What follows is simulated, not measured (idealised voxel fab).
Title: Process Module voxel local oxidation
In the cross-section labelled cut, the width is 145 nm and each square cell is 5 nm.
Format of a cross-section: grid, square cells. Given as bands. Order: top down. Band: one or more rows of cells.
The band entry comprises the height of the band's top followed by the height of its bottom, expressed in nm, and subsequently the band's materials from left to right, each stated together with its width in nm. Where a single material is marked with the word "full width", that material fills the band from edge to edge. The word "blank" represents empty space.
Basically, 0 is our baseline, since under it the wafer straight out of the box is all one material. The bottom band has no lower end and keeps on going down, so it looks like "from 0 down".
With a width like "30->40", each row of cells in the band differs from the next by the same amount, the top row carrying the first number and the bottom row the second.
No cell of the cross-section changed in a step that is given as "identical to before".
"closed voids" - sealed voids, min. 8 cells, no opening to top; format: width x height at distance (distance from left edge; nm throughout).
Post-settings text on a step line: simulator's own remark regarding the step.
Among the settings permitted on a step's line is "overlay nm"; applied to a step with a mask, it specifies the extent to which the mask lay to the right of its planned position, whereas a negative figure signifies a position to the left.
Heads up before you read on: it's before/after pairs around one process step each, after side only down to the lowest band that changed, step plus settings under the pair. Pairs can be from different runs of this module, same starting wafer, so only chain a pair onto the one above if its "Preceding state" entry says so.
**Preceding state**
- from 0 down | Si full width
- closed voids: none
**Resulting Structure**
- from 0 to -5 | SiO2 full width
- Note: structure below -5 unchanged.
- closed voids: none
So what happens between those two cross-sections up there? OXIDIZE (depth nm 5)
Preceding state: after-state, pair directly above.
**Resulting Structure**
- from 10 to 0 | SiN full width
- Note: structure below 0 unchanged.
- closed voids: none
So what happens between those two cross-sections up there? CONFORMAL_DEP (material SiN; thk nm 10)
Preceding state: after-state, pair directly above.
**Resulting Structure**
- from 10 to 0 | 15 blank, 110 SiN, 20 blank
- Note: structure below 0 unchanged.
- closed voids: none
So what happens between those two cross-sections up there? MASKED_ETCH (tone cover; mask id ACTIVE; width nm 110; etch materials SiN; depth nm 10; overlay nm 0)
Preceding state: after-state, pair directly above.
**Resulting Structure**
- from 10 to 0 | 15 blank, 110 SiN, 20 blank
- from 0 to -5 | 20 blank, 100 SiO2, 25 blank
- Note: structure below -5 unchanged.
- closed voids: none
So what happens between those two cross-sections up there? SELECTIVE_ETCH (etch materials SiO2; depth nm 5)
Preceding state: after-state, pair directly above.
**Resulting Structure**
- from 10 to 0 | 15 blank, 110 SiN, 20 blank
- from 0 to -5 | 20 blank, 100 SiO2, 25 blank
- from -5 to -20 | 35 SiO2, 70 Si, 40 SiO2
- Note: structure below -20 unchanged.
- closed voids: none
So what happens between those two cross-sections up there? OXIDIZE (depth nm 15)
Preceding state: after-state, pair directly above.
**Resulting Structure**
- from 0 to -5 | 20 blank, 100 SiO2, 25 blank
- Note: structure below -5 unchanged.
- closed voids: none
So what happens between those two cross-sections up there? STRIP (etch materials SiN)
**Preceding state**
- from 0 to -5 | SiO2 full width
- from -5 down | Si full width
- closed voids: none
**Resulting Structure**
- from -5 down | Si full width
- closed voids: none
So what happens between those two cross-sections up there? SELECTIVE_ETCH (etch materials SiO2; depth nm 5)
Preceding state: after-state, pair directly above.
**Resulting Structure**
- from -5 to -20 | SiO2 full width
- Note: structure below -20 unchanged.
- closed voids: none
So what happens between those two cross-sections up there? OXIDIZE (depth nm 15)
**Preceding state**
- from 10 to 0 | 15 blank, 110 SiN, 20 blank
- from 0 to -5 | 20 blank, 100 SiO2, 25 blank
- from -5 down | Si full width
- closed voids: none
**Resulting Structure**
- from 0 to -5 | 20 blank, 100 SiO2, 25 blank
- Note: structure below -5 unchanged.
- closed voids: none
So what happens between those two cross-sections up there? STRIP (etch materials SiN)
Preceding state: after-state, pair directly above.
**Resulting Structure**
- from 0 to -5 | 20 blank, 100 SiO2, 25 blank
- from -5 to -20 | 35 SiO2, 70 Si, 40 SiO2
- Note: structure below -20 unchanged.
- closed voids: none
So what happens between those two cross-sections up there? OXIDIZE (depth nm 15)
**Preceding state**
- from 10 to 0 | 15 blank, 110 SiN, 20 blank
- from 0 to -5 | 20 blank, 100 SiO2, 25 blank
- from -5 down | Si full width
- closed voids: none
**Resulting Structure**
- from 10 to 0 | 15 blank, 110 SiN, 20 blank
- from 0 to -5 | 20 blank, 100 SiO2, 25 blank
- from -5 to -30 | 45 SiO2, 50 Si, 50 SiO2
- Note: structure below -30 unchanged.
- closed voids: none
So what happens between those two cross-sections up there? OXIDIZE (depth nm 25)
Preceding state: after-state, pair directly above.
**Resulting Structure**
- from 0 to -5 | 20 blank, 100 SiO2, 25 blank
- Note: structure below -5 unchanged.
- closed voids: none
So what happens between those two cross-sections up there? STRIP (etch materials SiN)
**Preceding state**
- from 10 to 0 | SiN full width
- from 0 to -5 | SiO2 full width
- from -5 down | Si full width
- closed voids: none
**Resulting Structure**
- from 10 to 0 | 15 blank, 115 SiN, 15 blank
- Note: structure below 0 unchanged.
- closed voids: none
So what happens between those two cross-sections up there? MASKED_ETCH (tone cover; mask id ACTIVE; width nm 115; etch materials SiN; depth nm 10; overlay nm 0)
Preceding state: after-state, pair directly above.
**Resulting Structure**
- from 10 to 0 | 15 blank, 115 SiN, 15 blank
- from 0 to -5 | 20 blank, 105 SiO2, 20 blank
- Note: structure below -5 unchanged.
- closed voids: none
So what happens between those two cross-sections up there? SELECTIVE_ETCH (etch materials SiO2; depth nm 5)
Preceding state: after-state, pair directly above.
**Resulting Structure**
- from 10 to 0 | 15 blank, 115 SiN, 15 blank
- from 0 to -5 | 20 blank, 105 SiO2, 20 blank
- from -5 to -20 | 35 SiO2, 75 Si, 35 SiO2
- Note: structure below -20 unchanged.
- closed voids: none
So what happens between those two cross-sections up there? OXIDIZE (depth nm 15)
Preceding state: after-state, pair directly above.
**Resulting Structure**
- from 0 to -5 | 20 blank, 105 SiO2, 20 blank
- Note: structure below -5 unchanged.
- closed voids: none
So what happens between those two cross-sections up there? STRIP (etch materials SiN)
**Preceding state**
- from 10 to 0 | SiN full width
- from 0 to -5 | SiO2 full width
- from -5 down | Si full width
- closed voids: none
**Resulting Structure**
- from 10 to 0 | 20 blank, 110 SiN, 15 blank
- Note: structure below 0 unchanged.
- closed voids: none
So what happens between those two cross-sections up there? MASKED_ETCH (tone cover; mask id ACTIVE; width nm 110; etch materials SiN; depth nm 10; overlay nm 5)
Preceding state: after-state, pair directly above.
**Resulting Structure**
- from 10 to 0 | 20 blank, 110 SiN, 15 blank
- from 0 to -5 | 25 blank, 100 SiO2, 20 blank
- Note: structure below -5 unchanged.
- closed voids: none
So what happens between those two cross-sections up there? SELECTIVE_ETCH (etch materials SiO2; depth nm 5)
Preceding state: after-state, pair directly above.
**Resulting Structure**
- from 10 to 0 | 20 blank, 110 SiN, 15 blank
- from 0 to -5 | 25 blank, 100 SiO2, 20 blank
- from -5 to -20 | 40 SiO2, 70 Si, 35 SiO2
- Note: structure below -20 unchanged.
- closed voids: none
So what happens between those two cross-sections up there? OXIDIZE (depth nm 15)
Preceding state: after-state, pair directly above.
**Resulting Structure**
- from 0 to -5 | 25 blank, 100 SiO2, 20 blank
- Note: structure below -5 unchanged.
- closed voids: none
So what happens between those two cross-sections up there? STRIP (etch materials SiN)
**Preceding state**
- from 10 to 0 | 15 blank, 110 SiN, 20 blank
- from 0 to -5 | 20 blank, 100 SiO2, 25 blank
- from -5 to -20 | 35 SiO2, 70 Si, 40 SiO2
- from -20 down | Si full width
- closed voids: none
**Resulting Structure**
- from -5 to -20 | 35 blank, 70 Si, 40 blank
- Note: structure below -20 unchanged.
- closed voids: none
So what happens between those two cross-sections up there? STRIP (etch materials SiO2)
**Preceding state**
- from 10 to 0 | SiN full width
- from 0 to -5 | SiO2 full width
- from -5 down | Si full width
- closed voids: none
**Resulting Structure**
- from 10 to 0 | 15 SiN, 110 blank, 20 SiN
- Note: structure below 0 unchanged.
- closed voids: none
So what happens between those two cross-sections up there? MASKED_ETCH (tone open; mask id ACTIVE; width nm 110; etch materials SiN; depth nm 10; overlay nm 0)
Preceding state: after-state, pair directly above.
**Resulting Structure**
- from 10 to 0 | 15 SiN, 110 blank, 20 SiN
- from 0 to -5 | 10 SiO2, 120 blank, 15 SiO2
- Note: structure below -5 unchanged.
- closed voids: none
So what happens between those two cross-sections up there? SELECTIVE_ETCH (etch materials SiO2; depth nm 5)
Preceding state: after-state, pair directly above.
**Resulting Structure**
- from 10 to 0 | 15 SiN, 110 blank, 20 SiN
- from 0 to -5 | 10 SiO2, 120 blank, 15 SiO2
- from -5 to -20 | SiO2 full width
- Note: structure below -20 unchanged.
- closed voids: none
So what happens between those two cross-sections up there? OXIDIZE (depth nm 15)
Preceding state: after-state, pair directly above.
**Resulting Structure**
- from 0 to -5 | 10 SiO2, 120 blank, 15 SiO2
- Note: structure below -5 unchanged.
- closed voids: none
So what happens between those two cross-sections up there? STRIP (etch materials SiN)
